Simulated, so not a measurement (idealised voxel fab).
process module | voxel trench capacitor
cross-section cut | 160 nm wide | cells 5 nm
A cross-section is a grid of square cells, given in bands from the top down. A band is one or more rows of cells.
Each band's line starts with the height of the band's top and of its bottom, in nm. Then come its materials from left to right, each with its width in nm. One material with "throughout" fills the band from edge to edge. "air" is empty space.
Height 0 is the level under which the wafer as received is all one material. The lowest band goes on downwards, as in "0 down".
A width such as "30 to 40" changes by the same amount from each row of cells to the next, from the band's top row to its bottom row.
"no change" after a step means that no cell of the cross-section changed.
closed voids: empty space of 8 cells or more with no open way to the top, each as width x height at its distance from the left edge, in nm
after a step's settings: what the simulator itself notes on the step
overlay nm, on a step with a mask: how far to the right of its planned place the mask lay; to the left if negative
plan
1 op RECEIVE | material Si
2 op CONFORMAL_DEP | material SiN | thk nm 10
3 op MASKED_ETCH | tone open | mask id TRENCH | width nm 20 | pitch nm 35 | etch materials SiN | depth nm 10 | overlay nm 0
4 op MASKED_ETCH | tone open | mask id TRENCH | width nm 20 | pitch nm 35 | etch materials Si | depth nm 35 | overlay nm 0
5 op CONFORMAL_DEP | material SiO2 | thk nm 5
6 op FILL_DEP | material polySi | thk nm 10
7 op CMP | height nm 10
first wafer, as planned
as received, after step 1
  0 down: Si throughout
  closed voids: none
after step 2
  10 to 0: SiN throughout
  below 0: unchanged
after step 3
  10 to 0: SiN 35 | air 20 | SiN 15 | air 20 | SiN 15 | air 20 | SiN 35
  below 0: unchanged
after step 4
  10 to 0: SiN 35 | air 20 | SiN 15 | air 20 | SiN 15 | air 20 | SiN 35
  0 to -35: Si 35 | air 20 | Si 15 | air 20 | Si 15 | air 20 | Si 35
  below -35: unchanged
after step 5
  15 to 10: SiO2 40 | air 10 | SiO2 25 | air 10 | SiO2 25 | air 10 | SiO2 40
  10 to 0: SiN 35 | SiO2 5 | air 10 | SiO2 5 | SiN 15 | SiO2 5 | air 10 | SiO2 5 | SiN 15 | SiO2 5 | air 10 | SiO2 5 | SiN 35
  0 to -30: Si 35 | SiO2 5 | air 10 | SiO2 5 | Si 15 | SiO2 5 | air 10 | SiO2 5 | Si 15 | SiO2 5 | air 10 | SiO2 5 | Si 35
  -30 to -35: Si 35 | SiO2 20 | Si 15 | SiO2 20 | Si 15 | SiO2 20 | Si 35
  below -35: unchanged
after step 6
  25 to 15: polySi throughout
  15 to 10: SiO2 40 | polySi 10 | SiO2 25 | polySi 10 | SiO2 25 | polySi 10 | SiO2 40
  10 to 0: SiN 35 | SiO2 5 | polySi 10 | SiO2 5 | SiN 15 | SiO2 5 | polySi 10 | SiO2 5 | SiN 15 | SiO2 5 | polySi 10 | SiO2 5 | SiN 35
  0 to -30: Si 35 | SiO2 5 | polySi 10 | SiO2 5 | Si 15 | SiO2 5 | polySi 10 | SiO2 5 | Si 15 | SiO2 5 | polySi 10 | SiO2 5 | Si 35
  below -30: unchanged
after step 7
  10 to 0: SiN 35 | SiO2 5 | polySi 10 | SiO2 5 | SiN 15 | SiO2 5 | polySi 10 | SiO2 5 | SiN 15 | SiO2 5 | polySi 10 | SiO2 5 | SiN 35
  below 0: unchanged
second wafer: like start, like plan, one mistake. Through step 2 it matches the first wafer
when step 3 should have ended
  10 to 0: SiN 40 | air 15 | SiN 20 | air 15 | SiN 20 | air 15 | SiN 35
  below 0: unchanged
when step 4 should have ended
  10 to 0: SiN 40 | air 15 | SiN 20 | air 15 | SiN 20 | air 15 | SiN 35
  0 to -35: Si 40 | air 15 | Si 20 | air 15 | Si 20 | air 15 | Si 35
  below -35: unchanged
when step 5 should have ended
  15 to 10: SiO2 45 | air 5 | SiO2 30 | air 5 | SiO2 30 | air 5 | SiO2 40
  10 to 0: SiN 40 | SiO2 5 | air 5 | SiO2 5 | SiN 20 | SiO2 5 | air 5 | SiO2 5 | SiN 20 | SiO2 5 | air 5 | SiO2 5 | SiN 35
  0 to -30: Si 40 | SiO2 5 | air 5 | SiO2 5 | Si 20 | SiO2 5 | air 5 | SiO2 5 | Si 20 | SiO2 5 | air 5 | SiO2 5 | Si 35
  -30 to -35: Si 40 | SiO2 15 | Si 20 | SiO2 15 | Si 20 | SiO2 15 | Si 35
  below -35: unchanged
when step 6 should have ended
  25 to 15: polySi throughout
  15 to 10: SiO2 45 | polySi 5 | SiO2 30 | polySi 5 | SiO2 30 | polySi 5 | SiO2 40
  10 to 0: SiN 40 | SiO2 5 | polySi 5 | SiO2 5 | SiN 20 | SiO2 5 | polySi 5 | SiO2 5 | SiN 20 | SiO2 5 | polySi 5 | SiO2 5 | SiN 35
  0 to -30: Si 40 | SiO2 5 | polySi 5 | SiO2 5 | Si 20 | SiO2 5 | polySi 5 | SiO2 5 | Si 20 | SiO2 5 | polySi 5 | SiO2 5 | Si 35
  below -30: unchanged
when step 7 should have ended
  10 to 0: SiN 40 | SiO2 5 | polySi 5 | SiO2 5 | SiN 20 | SiO2 5 | polySi 5 | SiO2 5 | SiN 20 | SiO2 5 | polySi 5 | SiO2 5 | SiN 35
  below 0: unchanged
what went wrong: step 3 ran as: op MASKED_ETCH | tone open | mask id TRENCH | width nm 15 | pitch nm 35 | etch materials SiN | depth nm 10 | overlay nm 0
at the end the second wafer has, in cells: 21 more of Si | 6 more of SiN | 3 fewer of SiO2 | 24 fewer of polySi
